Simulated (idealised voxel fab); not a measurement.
The following process module bears the name voxel self aligned contacts.
Cross-sectional view cut (width: 195 nm; square cell size: 5 nm).
How to read a cross-section here: the picture is a grid of square cells, written as bands going from the top down, and any band can span one or more rows of cells.
The band entry comprises the height of the band's top followed by the height of its bottom, expressed in nm, and subsequently the band's materials from left to right, each stated together with its width in nm. Where a single material is marked with the word "all across", that material fills the band from edge to edge. The word "empty" represents empty space.
Heights are expressed relative to 0, this being the level below which the as-received wafer comprises one material exclusively. The lowest band is unbounded in the downward direction and is denoted as in "0 down".
A two-number width, for instance "30->40", indicates that the width is equal to the first number in the top row of the band and to the second number in the bottom row, and that it changes by a constant amount per row of cells.
Key: "nothing was modified" - step with no changed cell in the cross-section.
Empty spaces without an open route to the top, at least 8 cells in extent, make up the entry "Trapped voids"; each is given as width x height at distance, where the distance is measured from the left edge, and all are in nm.
Note: text after step settings on the step line = simulator remark on that step.
overlay nm: how far to the right of its planned place the mask lay on this masked step (negative: to the left).
This section lists the process steps that were planned:
1,RECEIVE [material Si]
2,OXIDIZE [depth nm 5]
3,DIRECTIONAL_DEP [material polySi] [thk nm 20]
4,DIRECTIONAL_DEP [material SiN] [thk nm 25]
5,MASKED_ETCH [tone cover] [mask id GATE] [width nm 30] [pitch nm 70] [etch materials SiN] [depth nm 25] [overlay nm 0]
6,MASKED_ETCH [tone cover] [mask id GATE] [width nm 30] [pitch nm 70] [etch materials polySi] [depth nm 20] [overlay nm 0]
7,CONFORMAL_DEP [material SiN] [thk nm 10]
8,DIRECTIONAL_ETCH [etch materials SiN] [depth nm 10]
9,FILL_DEP [material SiO2] [thk nm 15]
10,CMP [height nm 50]
11,DIRECTIONAL_DEP [material aC] [thk nm 15]
12,PATTERN [tone open] [mask id CONTACT] [material resist] [width nm 50] [thk nm 35] [overlay nm 0]
13,DIRECTIONAL_ETCH [etch materials aC] [depth nm 15]
14,STRIP [etch materials resist]
15,DIRECTIONAL_ETCH [etch materials SiO2] [depth nm 55]
16,STRIP [etch materials aC]
17,CONFORMAL_DEP [material TiN] [thk nm 5]
18,FILL_DEP [material Ru] [thk nm 10]
19,CMP [height nm 50]
20,CONFORMAL_DEP [material SiCN] [thk nm 5]
Here's what the wafer looked like in cross-section when it arrived - that's after step 1:
* 0 down = Si all across
* Trapped voids: none
Cross-sectional result after module completion. Note: starting condition and plan are unchanged from above; one processing mistake was made:
* 55 to 50 = SiCN all across
* 50 to 45 = Ru 30 nm; TiN 40 nm; SiO2 50 nm; TiN 40 nm; Ru 35 nm
* 45 to 20 = Ru 30 nm; TiN 5 nm; SiN 50 nm; SiO2 20 nm; SiN 50 nm; TiN 5 nm; Ru 35 nm
* 20 to 0 = Ru 30 nm; TiN 5 nm; SiN 10 nm; polySi 30 nm; SiN 10 nm; SiO2 20 nm; SiN 10 nm; polySi 30 nm; SiN 10 nm; TiN 5 nm; Ru 35 nm
* 0 to -5 = TiN 35 nm; SiO2 120 nm; TiN 40 nm
* -5 down = Si all across
* Trapped voids: none
Error vs. plan: planned and actual differ for step 12; actual: PATTERN [tone cover] [mask id CONTACT] [material resist] [width nm 50] [thk nm 35] [overlay nm 0]
